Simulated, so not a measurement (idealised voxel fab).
Name of the process module below: voxel spacer lines
Cross-section cut: width 235 nm, square cells of 5 nm.
Cross-section format: a grid of square cells, given as bands from top to bottom; each band is one or more rows of cells. First you get the band's top height and its bottom height, in nm, and then the materials it's made of, left to right, with each width in nm. If you see a single material with "everywhere", that one covers the band edge to edge. "air" is empty space. The reference from which all heights are counted is 0, the level beneath which the as-received wafer is entirely one material; the lowest band, having no lower bound, proceeds downward and is written after the example "top 0, no bottom". The expression "30..40" gives the width at the extremes of the band, the first number at its top row of cells and the second at its bottom row, with the width changing by equal amounts from each row to the next in between. No cell of the cross-section changed in a step that is given as "nothing got changed". In the "Closed void roster" entry, you get each enclosed empty space of 8 cells or more, one with no open way to the top, written width x height at distance, distance from the left edge, in nm. The remark found on a step's line after its settings is issued by the simulator itself and pertains to that step. overlay nm: right-of-plan distance of the mask on a masked step; negative values mean left-of-plan.

-- The following list gives the planned process steps
1) RECEIVE | material Si
2) CONFORMAL_DEP | material Al2O3 | thk nm 5
3) DIRECTIONAL_DEP | material W | thk nm 10
4) DIRECTIONAL_DEP | material aC | thk nm 25
5) PATTERN | tone cover | mask id MANDREL | material resist | width nm 15 | pitch nm 60 | thk nm 35 | overlay nm 0
6) DIRECTIONAL_ETCH | etch materials aC | depth nm 25
7) STRIP | etch materials resist
8) CONFORMAL_DEP | material SiO2 | thk nm 15
9) DIRECTIONAL_ETCH | etch materials SiO2 | depth nm 15
10) STRIP | etch materials aC
11) DIRECTIONAL_ETCH | etch materials W | depth nm 10
12) STRIP | etch materials SiO2
13) FILL_DEP | material lowk | thk nm 10
14) CMP | height nm 15

-- Shown in cross-section is the wafer as received, that is, as it stands after step 1
> top 0, no bottom: Si everywhere
> Closed void roster: none

-- Cross-sectional image of the first of two wafers at the end of the module, the run having proceeded as planned
> top 15, bottom 5: lowk: 35, then W: 15, then lowk: 15, then W: 15, then lowk: 15, then W: 15, then lowk: 15, then W: 15, then lowk: 15, then W: 15, then lowk: 15, then W: 15, then lowk: 35
> top 5, bottom 0: Al2O3 everywhere
> top 0, no bottom: Si everywhere
> Closed void roster: none

-- End of module, second wafer, cross-section. Started like the first, planned like the first, run with one mistake
> top 15, bottom 5: lowk: 35, then W: 15, then lowk: 15, then W: 15, then lowk: 15, then W: 15, then lowk: 15, then W: 15, then lowk: 15, then W: 15, then lowk: 15, then W: 15, then lowk: 35
> top 5, bottom 0: lowk everywhere
> top 0, no bottom: Si everywhere
> Closed void roster: none
What was done differently from what was planned? off-plan run, step 2, actual operation and settings CONFORMAL_DEP | material lowk | thk nm 5
Wrapping up, a cell-based count of both wafers puts the second over or under the first for these materials: -47 Al2O3; +47 lowk
